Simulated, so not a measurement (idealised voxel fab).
The document below concerns the process module designated voxel lift off.
Section cut is 285 nm wide and gridded with 5 nm square cells.
Think of the cross-section as a grid of square cells. We describe it in bands, top to bottom, and each band covers one or more rows of those cells. It is stipulated that each band's entry specify, in nanometres, the height of the top of the band and then that of its bottom, followed by the materials of the band in left-to-right sequence, each together with its width in nanometres. A single material marked by the word "all across" is understood to fill the band from edge to edge; the word "blank" is understood to denote empty space. The reference from which all heights are counted is 0, the level beneath which the as-received wafer is entirely one material; the lowest band, having no lower bound, proceeds downward and is written after the example "0 -> down". Width spec "30..40" -> top row of cells at first value, bottom row at second value, equal per-row change in between. Basically "nothing altered" means that step didn't change any cell in the cross-section. "Trapped voids" contains a list of empty spaces, each no smaller than 8 cells and without an open way to the top, written in the form width x height at distance with the distance from the left edge and all three in nm. Step line, after settings: the simulator's comment on this step. For masked steps, "overlay nm" on the step line gives how far right of plan the mask actually lay; a minus sign means it lay to the left.

The planned process steps are enumerated hereunder
1) RECEIVE | material Si
2) CONFORMAL_DEP | material SiO2 | thk nm 5
3) PATTERN | tone open | mask id LINES | material resist | width nm 15 | pitch nm 30 | thk nm 20 | overlay nm 0
4) DIRECTIONAL_DEP | material Ru | thk nm 10
5) STRIP | etch materials resist
6) CONFORMAL_DEP | material SiO2 | thk nm 5

First of two wafers - as planned

Step 1 complete: cross-section of the wafer as received
    0 -> down: Si all across
    Trapped voids: none

How the wafer stands in section after step 2
    5 -> 0: SiO2 all across
    below 0: unchanged

How the wafer stands in section after step 3
    25 -> 5: resist=105  blank=15  resist=15  blank=15  resist=15  blank=15  resist=105
    below 5: unchanged

How the wafer stands in section after step 4
    35 -> 25: Ru=105  blank=15  Ru=15  blank=15  Ru=15  blank=15  Ru=105
    25 -> 15: resist=105  blank=15  resist=15  blank=15  resist=15  blank=15  resist=105
    15 -> 5: resist=105  Ru=15  resist=15  Ru=15  resist=15  Ru=15  resist=105
    below 5: unchanged

How the wafer stands in section after step 5
    15 -> 5: blank=105  Ru=15  blank=15  Ru=15  blank=15  Ru=15  blank=105
    below 5: unchanged

How the wafer stands in section after step 6
    20 -> 15: blank=100  SiO2=25  blank=5  SiO2=25  blank=5  SiO2=25  blank=100
    15 -> 10: blank=100  SiO2=5  Ru=15  SiO2=5  blank=5  SiO2=5  Ru=15  SiO2=5  blank=5  SiO2=5  Ru=15  SiO2=5  blank=100
    10 -> 5: SiO2=105  Ru=15  SiO2=15  Ru=15  SiO2=15  Ru=15  SiO2=105
    below 5: unchanged

The remaining wafer, second of the two, started like the first and was run to the same plan, except that one mistake was made along the way; the two coincide through step 2, inclusive

Cross-section: second wafer, time at which step 3 was scheduled to end
    25 -> 5: blank=105  resist=15  blank=15  resist=15  blank=15  resist=15  blank=105
    below 5: unchanged

Cross-section: second wafer, time at which step 4 was scheduled to end
    35 -> 25: blank=105  Ru=15  blank=15  Ru=15  blank=15  Ru=15  blank=105
    25 -> 15: blank=105  resist=15  blank=15  resist=15  blank=15  resist=15  blank=105
    15 -> 5: Ru=105  resist=15  Ru=15  resist=15  Ru=15  resist=15  Ru=105
    below 5: unchanged

Cross-section: second wafer, time at which step 5 was scheduled to end
    15 -> 5: Ru=105  blank=15  Ru=15  blank=15  Ru=15  blank=15  Ru=105
    below 5: unchanged

Cross-section: second wafer, time at which step 6 was scheduled to end
    20 -> 15: SiO2=110  blank=5  SiO2=25  blank=5  SiO2=25  blank=5  SiO2=110
    15 -> 10: Ru=105  SiO2=5  blank=5  SiO2=5  Ru=15  SiO2=5  blank=5  SiO2=5  Ru=15  SiO2=5  blank=5  SiO2=5  Ru=105
    10 -> 5: Ru=105  SiO2=15  Ru=15  SiO2=15  Ru=15  SiO2=15  Ru=105
    below 5: unchanged
The plan and the run diverged here: the process deviated at step 3: the operation and settings actually run there were PATTERN | tone cover | mask id LINES | material resist | width nm 15 | pitch nm 30 | thk nm 20 | overlay nm 0
Final tally in cells, some materials are higher or lower on the second wafer than on the first: Ru: 78 more
